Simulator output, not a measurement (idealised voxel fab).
Title: Process Module voxel capacitor over wiring
It is cross-section cut that appears here, measuring 155 nm in width, its square cells being 5 nm in size.
Cross-section spec: square-cell grid; bands listed top down; each band is one or more rows.
The entry gives the band's vertical extent as a top height and a bottom height in nm, then its horizontal make-up as materials from left to right, each with a width in nm. "air" stands for empty space; a single material marked "edge to edge" fills the band edge to edge.
Counting heights begins at 0, where everything beneath is, in the wafer as received, one material. The lowest band has no bottom; it goes on downwards, as "0 and below" shows.
A width such as "30 to 40" changes by the same amount from each row of cells to the next, from the band's top row to its bottom row.
Given "stayed the same" for a step, no cell of the cross-section differs between before and after that step.
In the "Sealed void list" entry, you get each enclosed empty space of 8 cells or more, one with no open way to the top, written width x height at distance, distance from the left edge, in nm.
Read whatever lies past the settings on a step's line as the simulator's own remark about the step.
overlay nm: step with mask; distance mask lay right of planned place; negative value = left of planned place.

# Steps planned for the process
1,RECEIVE, material Si
2,CONFORMAL_DEP, material SiO2, thk nm 10
3,CONFORMAL_DEP, material SiCN, thk nm 5
4,DIRECTIONAL_DEP, material SiO2, thk nm 25
5,MASKED_ETCH, tone open, mask id METAL_1, width nm 25, pitch nm 95, etch materials SiO2, depth nm 25, overlay nm 0
6,MASKED_ETCH, tone open, mask id METAL_1, width nm 25, pitch nm 95, etch materials SiCN, depth nm 5, overlay nm 0
7,CONFORMAL_DEP, material TiN, thk nm 5
8,FILL_DEP, material Cu, thk nm 5
9,CMP, height nm 40
10,EPI, material Ru, thk nm 5
11,FILL_DEP, material SiCN, thk nm 5
12,DIRECTIONAL_DEP, material SiO2, thk nm 20
13,MASKED_ETCH, tone open, mask id PLUG_1, width nm 15, etch materials SiO2, depth nm 20, overlay nm 0
14,MASKED_ETCH, tone open, mask id PLUG_1, width nm 15, etch materials SiCN, depth nm 5, overlay nm 0
15,CONFORMAL_DEP, material TiN, thk nm 5
16,FILL_DEP, material Ru, thk nm 10
17,CMP, height nm 70
18,DIRECTIONAL_DEP, material TiN, thk nm 5
19,DIRECTIONAL_DEP, material SiN, thk nm 5
20,DIRECTIONAL_DEP, material TiN, thk nm 5
21,DIRECTIONAL_DEP, material aC, thk nm 15
22,PATTERN, tone cover, mask id UPPER_PLATE, material resist, width nm 75, thk nm 35, overlay nm 0
23,DIRECTIONAL_ETCH, etch materials aC, depth nm 15
24,STRIP, etch materials resist
25,DIRECTIONAL_ETCH, etch materials TiN, depth nm 5
26,DIRECTIONAL_ETCH, etch materials SiN, depth nm 5
27,STRIP, etch materials aC
28,MASKED_ETCH, tone cover, mask id LOWER_PLATE, width nm 85, etch materials TiN, depth nm 5, overlay nm 0
29,FILL_DEP, material SiO2, thk nm 20
30,CMP, height nm 100
31,MASKED_ETCH, tone open, mask id PLUG_2, width nm 15, etch materials SiO2, depth nm 15, overlay nm 0
32,CONFORMAL_DEP, material TiN, thk nm 5
33,FILL_DEP, material Cu, thk nm 5
34,CMP, height nm 100
35,CONFORMAL_DEP, material SiCN, thk nm 5

# Cross-section of the wafer at receipt, which is the condition after step 1
    0 and below  Si edge to edge
    Sealed void list: none

# Starting structure and process plan are as shown above, but one mistake was made in running the module; the wafer cross-section at the end of the module follows
    105 down to 100  SiCN edge to edge
    100 down to 90  SiO2 (35) / TiN (5) / Cu (5) / TiN (5) / SiO2 (105)
    90 down to 85  SiO2 (35) / TiN (15) / SiO2 (105)
    85 down to 80  SiO2 (20) / TiN (5) / SiO2 (75) / TiN (5) / SiO2 (50)
    80 down to 75  SiN (25) / SiO2 (75) / SiN (55)
    75 down to 70  TiN edge to edge
    70 down to 50  SiO2 (25) / TiN (5) / Ru (5) / TiN (5) / SiO2 (115)
    50 down to 45  SiCN (25) / TiN (15) / SiCN (115)
    45 down to 40  SiCN (10) / Ru (35) / SiCN (60) / Ru (35) / SiCN (15)
    40 down to 15  SiO2 (15) / TiN (5) / Cu (15) / TiN (5) / SiO2 (70) / TiN (5) / Cu (15) / TiN (5) / SiO2 (20)
    15 down to 10  SiCN (15) / TiN (25) / SiCN (70) / TiN (25) / SiCN (20)
    10 down to 0  SiO2 edge to edge
    0 and below  Si edge to edge
    Sealed void list: none
Deviation noted in wafer processing: it should be noted that step 22 was executed with settings other than those planned, the operation and settings actually applied being PATTERN, tone open, mask id UPPER_PLATE, material resist, width nm 75, thk nm 35, overlay nm 0
